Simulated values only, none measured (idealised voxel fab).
process module | voxel released beams
cross-section cut | 185 nm wide | cells 5 nm
A cross-section is a grid of square cells, given in bands from the top down. A band is one or more rows of cells.
Each band's line starts with the height of the band's top and of its bottom, in nm. Then come its materials from left to right, each with its width in nm. One material with "throughout" fills the band from edge to edge. "air" is empty space.
Height 0 is the level under which the wafer as received is all one material. The lowest band goes on downwards, as in "0 down".
A width such as "30 to 40" changes by the same amount from each row of cells to the next, from the band's top row to its bottom row.
"no change" after a step means that no cell of the cross-section changed.
closed voids: empty space of 8 cells or more with no open way to the top, each as width x height at its distance from the left edge, in nm
after a step's settings: what the simulator itself notes on the step
overlay nm, on a step with a mask: how far to the right of its planned place the mask lay; to the left if negative
plan
1 op RECEIVE | material Si
2 op CONFORMAL_DEP | material Al2O3 | thk nm 5
3 op DIRECTIONAL_DEP | material SiO2 | thk nm 10
4 op DIRECTIONAL_DEP | material aC | thk nm 10
5 op PATTERN | tone open | mask id ANCHOR | material resist | width nm 35 | thk nm 30 | overlay nm 0
6 op DIRECTIONAL_ETCH | etch materials aC | depth nm 10
7 op STRIP | etch materials resist
8 op DIRECTIONAL_ETCH | etch materials SiO2 | depth nm 10
9 op STRIP | etch materials aC
10 op CONFORMAL_DEP | material polySi | thk nm 10
11 op MASKED_ETCH | tone cover | mask id BEAM | width nm 95 | etch materials polySi | depth nm 5 | overlay nm 0
12 op STRIP | etch materials SiO2
varied across the wafers: depth nm of step 11. The plan shows the first wafer's value. All wafers start alike
first wafer as received, after step 1
  0 down: Si throughout
  closed voids: none
each wafer at the end: cells of each material gained (+) or lost (-) since it was received, then its closed voids
depth nm 5 | +37 Al2O3 | +60 SiO2 | +64 polySi | closed voids: none
depth nm 10 | +37 Al2O3 | +46 polySi | closed voids: none
depth nm 15 | +37 Al2O3 | +46 polySi | closed voids: none
depth nm 20 | +37 Al2O3 | +46 polySi | closed voids: none
depth nm 25 | +37 Al2O3 | +46 polySi | closed voids: none
